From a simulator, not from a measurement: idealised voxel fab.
Documented hereafter: the process module known as voxel transistor to metal.
Square cells of 5 nm make up the cross-section cut, whose width is 210 nm.
This document writes a cross-section as a grid whose cells are square, and gives it as bands, listed from the top down; one or more rows of cells form a band. Basically the band line says how high the top is and how high the bottom is, in nm, and then what's in it from left to right, every material with its width in nm. Empty space shows up as "empty", and if a single material carries "all across" it runs the full band edge to edge. Height reference: 0 = level under which incoming wafer is all one material. Lowest band: no bottom, runs on downward, e.g. "0 down". A width given as "30->40" starts at the first number in the band's top row and ends at the second number in its bottom row, shifting by an equal amount at every step from row to row. "no alteration" for a step: no cell of the cross-section changed in that step. Empty spaces without an open route to the top, at least 8 cells in extent, make up the entry "Enclosed voids"; each is given as width x height at distance, where the distance is measured from the left edge, and all are in nm. Post-settings text on a step line: simulator's own remark regarding the step. overlay nm: for a step with a mask, the amount by which the mask lay right of where it was planned; a negative amount means left of it.
So here's the lineup of process steps we planned
step 1: RECEIVE: material Si
step 2: OXIDIZE: depth nm 5
step 3: CONFORMAL_DEP: material SiN, thk nm 10
step 4: DIRECTIONAL_DEP: material aC, thk nm 10
step 5: PATTERN: tone cover, mask id ACTIVE, material resist, width nm 120, thk nm 25, overlay nm 0
step 6: DIRECTIONAL_ETCH: etch materials aC, depth nm 10
step 7: STRIP: etch materials resist
step 8: DIRECTIONAL_ETCH: etch materials SiN, depth nm 10
step 9: DIRECTIONAL_ETCH: etch materials SiO2, depth nm 5
step 10: DIRECTIONAL_ETCH: etch materials Si, depth nm 30
step 11: STRIP: etch materials aC
step 12: OXIDIZE: depth nm 5
step 13: FILL_DEP: material SiO2, thk nm 5
step 14: CMP: height nm 10
step 15: SELECTIVE_ETCH: etch materials SiO2, depth nm 5
step 16: STRIP: etch materials SiN
step 17: SELECTIVE_ETCH: etch materials SiO2, depth nm 5
step 18: OXIDIZE: depth nm 5
step 19: DIRECTIONAL_DEP: material polySi, thk nm 20
step 20: DIRECTIONAL_DEP: material SiCN, thk nm 10
step 21: DIRECTIONAL_DEP: material aC, thk nm 10
step 22: PATTERN: tone cover, mask id GATE, material resist, width nm 30, thk nm 30, overlay nm 0
step 23: DIRECTIONAL_ETCH: etch materials aC, depth nm 10
step 24: STRIP: etch materials resist
step 25: DIRECTIONAL_ETCH: etch materials SiCN, depth nm 20
step 26: DIRECTIONAL_ETCH: etch materials polySi, depth nm 30
step 27: STRIP: etch materials aC
step 28: CONFORMAL_DEP: material SiO2, thk nm 5
step 29: DIRECTIONAL_ETCH: etch materials SiO2, depth nm 5
step 30: CONFORMAL_DEP: material SiN, thk nm 10
step 31: DIRECTIONAL_ETCH: etch materials SiN, depth nm 10
step 32: DIRECTIONAL_ETCH: etch materials SiO2, depth nm 5
step 33: DIRECTIONAL_ETCH: etch materials Si, depth nm 5
step 34: EPI: material pSi, thk nm 10
step 35: FILL_DEP: material SiO2, thk nm 10
step 36: CMP: height nm 15
step 37: STRIP: etch materials polySi
step 38: SELECTIVE_ETCH: etch materials SiO2, depth nm 5
step 39: CONFORMAL_DEP: material HfO2, thk nm 5
step 40: CONFORMAL_DEP: material TiN, thk nm 5
step 41: FILL_DEP: material W, thk nm 10
step 42: CMP: height nm 10
step 43: DIRECTIONAL_DEP: material SiO2, thk nm 15
step 44: DIRECTIONAL_DEP: material aC, thk nm 15
step 45: PATTERN: tone open, mask id CONTACT, material resist, width nm 15, pitch nm 85, thk nm 35, overlay nm 0
step 46: DIRECTIONAL_ETCH: etch materials aC, depth nm 15
step 47: STRIP: etch materials resist
step 48: DIRECTIONAL_ETCH: etch materials SiO2, depth nm 25
step 49: STRIP: etch materials aC
step 50: CONFORMAL_DEP: material TiN, thk nm 5
step 51: FILL_DEP: material W, thk nm 10
step 52: CMP: height nm 25
step 53: CONFORMAL_DEP: material SiN, thk nm 5
step 54: DIRECTIONAL_DEP: material SiO2, thk nm 20
step 55: MASKED_ETCH: tone open, mask id METAL_1, width nm 15, pitch nm 85, etch materials SiO2, depth nm 20, overlay nm 0
step 56: MASKED_ETCH: tone open, mask id METAL_1, width nm 15, pitch nm 85, etch materials SiN, depth nm 5, overlay nm 0
step 57: CONFORMAL_DEP: material TiN, thk nm 5
step 58: FILL_DEP: material Cu, thk nm 10
step 59: CMP: height nm 50
step 60: CONFORMAL_DEP: material SiCN, thk nm 5
step 61: DIRECTIONAL_DEP: material SiO2, thk nm 25
step 62: DIRECTIONAL_DEP: material aC, thk nm 10
step 63: PATTERN: tone open, mask id METAL_2, material resist, width nm 15, pitch nm 85, thk nm 30, overlay nm 0
step 64: DIRECTIONAL_ETCH: etch materials aC, depth nm 10
step 65: STRIP: etch materials resist
step 66: DIRECTIONAL_ETCH: etch materials SiO2, depth nm 15
step 67: STRIP: etch materials aC
step 68: PATTERN: tone open, mask id METAL_2_HOLES, material resist, width nm 15, pitch nm 85, thk nm 15, overlay nm 0
step 69: DIRECTIONAL_ETCH: etch materials SiO2, depth nm 10
step 70: DIRECTIONAL_ETCH: etch materials SiCN, depth nm 5
step 71: STRIP: etch materials resist
step 72: CONFORMAL_DEP: material TiN, thk nm 5
step 73: FILL_DEP: material Cu, thk nm 5
step 74: CMP: height nm 80
step 75: CONFORMAL_DEP: material SiN, thk nm 5
Cross-section, incoming material, after step 1
> 0 down: Si all across
> Enclosed voids: none
This is how the wafer looks in cross-section once the module is done, given the starting state and plan above and one mistake in carrying the plan out
> 85 to 80: SiN all across
> 80 to 75: Cu all across
> 75 to 70: TiN=60, Cu=5, TiN=80, Cu=5, TiN=60
> 70 to 65: SiO2=55, TiN=15, SiO2=70, TiN=15, SiO2=55
> 65 to 55: SiO2 all across
> 55 to 50: SiCN all across
> 50 to 30: SiO2=55, TiN=5, Cu=5, TiN=5, SiO2=70, TiN=5, Cu=5, TiN=5, SiO2=55
> 30 to 25: SiN=55, TiN=15, SiN=70, TiN=15, SiN=55
> 25 to 10: SiO2=55, TiN=5, W=5, TiN=5, SiO2=70, TiN=5, W=5, TiN=5, SiO2=55
> 10 to 5: SiO2=55, TiN=5, W=5, TiN=5, SiO2=5, SiN=10, HfO2=5, TiN=5, W=20, TiN=5, HfO2=5, SiN=10, SiO2=5, TiN=5, W=5, TiN=5, SiO2=55
> 5 to 0: SiO2=55, TiN=15, SiO2=5, SiN=10, HfO2=5, TiN=5, W=20, TiN=5, HfO2=5, SiN=10, SiO2=5, TiN=15, SiO2=55
> 0 to -5: SiO2=45, SiN=10, pSi=20, SiN=10, HfO2=5, TiN=30, HfO2=5, SiN=10, pSi=20, SiN=10, SiO2=45
> -5 to -10: SiO2=55, pSi=20, SiO2=10, HfO2=40, SiO2=10, pSi=20, SiO2=55
> -10 to -15: SiO2=50, Si=5, pSi=20, Si=60, pSi=20, Si=5, SiO2=50
> -15 to -40: SiO2=50, Si=110, SiO2=50
> -40 down: Si all across
> Enclosed voids: none
So what did we get wrong on this run? step 68 deviated from plan and actually ran as PATTERN: tone cover, mask id METAL_2_HOLES, material resist, width nm 15, pitch nm 85, thk nm 15, overlay nm 0
